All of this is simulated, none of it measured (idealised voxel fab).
The following is a process module called voxel quadruple lines.
Cross-sectional view cut (width: 275 nm; square cell size: 5 nm).
Bands, listed from the top down, are how a cross-section gets written in this document; the cross-section itself is a grid of square cells, and a band is one or more rows of them.
This entry defines a band. It first specifies the height of the band's top and the height of its bottom in nm, and then specifies the band's materials from left to right, stating each material with its width in nm. The word "throughout" identifies a single material that fills the band from edge to edge, while the word "blank" identifies empty space.
Note: height 0 marks the level under which the wafer is uniformly one material as received. Lowest band unbounded below, written "0..down".
So if you see something like "30 to 40" for the width, read it as the top row of the band sitting at the first number and the bottom row at the second, with every row in between moving by the same amount as the last.
"no alterations made" for a step: no cell of the cross-section changed in that step.
In the "Cavities, closed" entry, you get each enclosed empty space of 8 cells or more, one with no open way to the top, written width x height at distance, distance from the left edge, in nm.
Anything after a step's settings on that line? It's the simulator's own note about the step.
overlay nm: how far to the right of its planned place the mask lay on this masked step (negative: to the left).
[List of planned process steps]
1. RECEIVE, material Si
2. CONFORMAL_DEP, material SiO2, thk nm 5
3. DIRECTIONAL_DEP, material Ru, thk nm 5
4. DIRECTIONAL_DEP, material polySi, thk nm 20
5. DIRECTIONAL_DEP, material aC, thk nm 20
6. PATTERN, tone cover, mask id MANDREL, material resist, width nm 30, thk nm 30, overlay nm 0
7. DIRECTIONAL_ETCH, etch materials aC, depth nm 20
8. STRIP, etch materials resist
9. CONFORMAL_DEP, material SiO2, thk nm 10
10. DIRECTIONAL_ETCH, etch materials SiO2, depth nm 10
11. STRIP, etch materials aC
12. DIRECTIONAL_ETCH, etch materials polySi, depth nm 20
13. STRIP, etch materials SiO2
14. CONFORMAL_DEP, material SiN, thk nm 10
15. DIRECTIONAL_ETCH, etch materials SiN, depth nm 10
16. STRIP, etch materials polySi
17. DIRECTIONAL_ETCH, etch materials Ru, depth nm 15
18. STRIP, etch materials SiN
varied across the wafers: thk nm of step 3. The plan shows the first wafer's value. All wafers start alike
[first wafer as received, after step 1]
* 0..down  Si throughout
* Cavities, closed: none
[Once step 18, the last step, is complete, the module is at its end; this is the cross-section of the first of several wafers]
* 10..5  blank 100, then Ru 10, then blank 10, then Ru 10, then blank 10, then Ru 10, then blank 10, then Ru 10, then blank 105
* 5..0  SiO2 throughout
* 0..down  Si throughout
* Cavities, closed: none
[Cross-section at module completion, last wafer]
* 35..20  blank 100, then Ru 10, then blank 10, then Ru 10, then blank 10, then Ru 10, then blank 10, then Ru 10, then blank 105
* 20..5  Ru throughout
* 5..0  SiO2 throughout
* 0..down  Si throughout
* Cavities, closed: none
[Rows = wafers. At module end, each row lists per material the cells gained (+) or lost (-) since the wafer was received, then the closed voids]
thk nm 5, +8 Ru, +55 SiO2, Cavities, closed: none
thk nm 10, +16 Ru, +55 SiO2, Cavities, closed: none
thk nm 15, +24 Ru, +55 SiO2, Cavities, closed: none
thk nm 20, +79 Ru, +55 SiO2, Cavities, closed: none
thk nm 25, +134 Ru, +55 SiO2, Cavities, closed: none
thk nm 30, +189 Ru, +55 SiO2, Cavities, closed: none
